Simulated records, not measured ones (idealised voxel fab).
This is a process module. Its name is voxel self aligned contacts.
Square cells of 5 nm make up the cross-section cut, whose width is 200 nm.
Cross-section = grid of square cells, listed top down in bands; band = one or more rows. Basically the band line says how high the top is and how high the bottom is, in nm, and then what's in it from left to right, every material with its width in nm. Empty space shows up as "blank", and if a single material carries "edge to edge" it runs the full band edge to edge. Heights are measured from 0, the level below which the as-received wafer is all one material; the lowest band has no bottom and continues downward, written as in "0 down". A two-number width, for instance "30..40", indicates that the width is equal to the first number in the top row of the band and to the second number in the bottom row, and that it changes by a constant amount per row of cells. Take "no modifications" at face value: in the step it is given for, the cross-section changed in none of its cells. So "Non-vented voids" is basically the list of trapped voids: any empty space of 8 cells or more that can't reach the top through an opening. They're written width x height at distance, the distance being from the left edge, and it's all nm. Step line, after settings: the simulator's comment on this step. overlay nm: for a step with a mask, the amount by which the mask lay right of where it was planned; a negative amount means left of it.

PLAN
1 RECEIVE,material Si
2 OXIDIZE,depth nm 5
3 DIRECTIONAL_DEP,material polySi,thk nm 30
4 DIRECTIONAL_DEP,material SiN,thk nm 15
5 MASKED_ETCH,tone cover,mask id GATE,width nm 35,pitch nm 60,etch materials SiN,depth nm 15,overlay nm 0
6 MASKED_ETCH,tone cover,mask id GATE,width nm 35,pitch nm 60,etch materials polySi,depth nm 30,overlay nm 0
7 CONFORMAL_DEP,material SiN,thk nm 5
8 DIRECTIONAL_ETCH,etch materials SiN,depth nm 5
9 FILL_DEP,material SiO2,thk nm 20
10 CMP,height nm 55
11 MASKED_ETCH,tone open,mask id CONTACT,width nm 35,pitch nm 60,etch materials SiO2,depth nm 60,overlay nm 0
12 CONFORMAL_DEP,material TiN,thk nm 5
13 FILL_DEP,material W,thk nm 10
14 CMP,height nm 55
15 CONFORMAL_DEP,material SiN,thk nm 5

CROSS-SECTIONAL VIEW OF THE WAFER IN ITS AS-RECEIVED CONDITION, CORRESPONDING TO THE STATE AFTER STEP 1
	0 down  Si edge to edge
	Non-vented voids: none

STARTING WAFER: ABOVE. PLAN: ABOVE. RUN: ONE MISTAKE. CROSS-SECTION AFTER THE MODULE: BELOW
	60 to 55  SiN edge to edge
	55 to 35  SiO2=15 / SiN=5 / polySi=35 / SiN=5 / TiN=5 / W=5 / TiN=5 / SiN=5 / polySi=35 / SiN=5 / TiN=5 / W=5 / TiN=5 / SiN=5 / polySi=35 / SiN=5 / SiO2=20
	35 to 30  SiO2=15 / SiN=5 / polySi=35 / SiN=5 / TiN=15 / SiN=5 / polySi=35 / SiN=5 / TiN=15 / SiN=5 / polySi=35 / SiN=5 / SiO2=20
	30 to 0  polySi edge to edge
	0 to -5  SiO2 edge to edge
	-5 down  Si edge to edge
	Non-vented voids: none
The plan and the run diverged here: in the plan, step 3 was performed twice
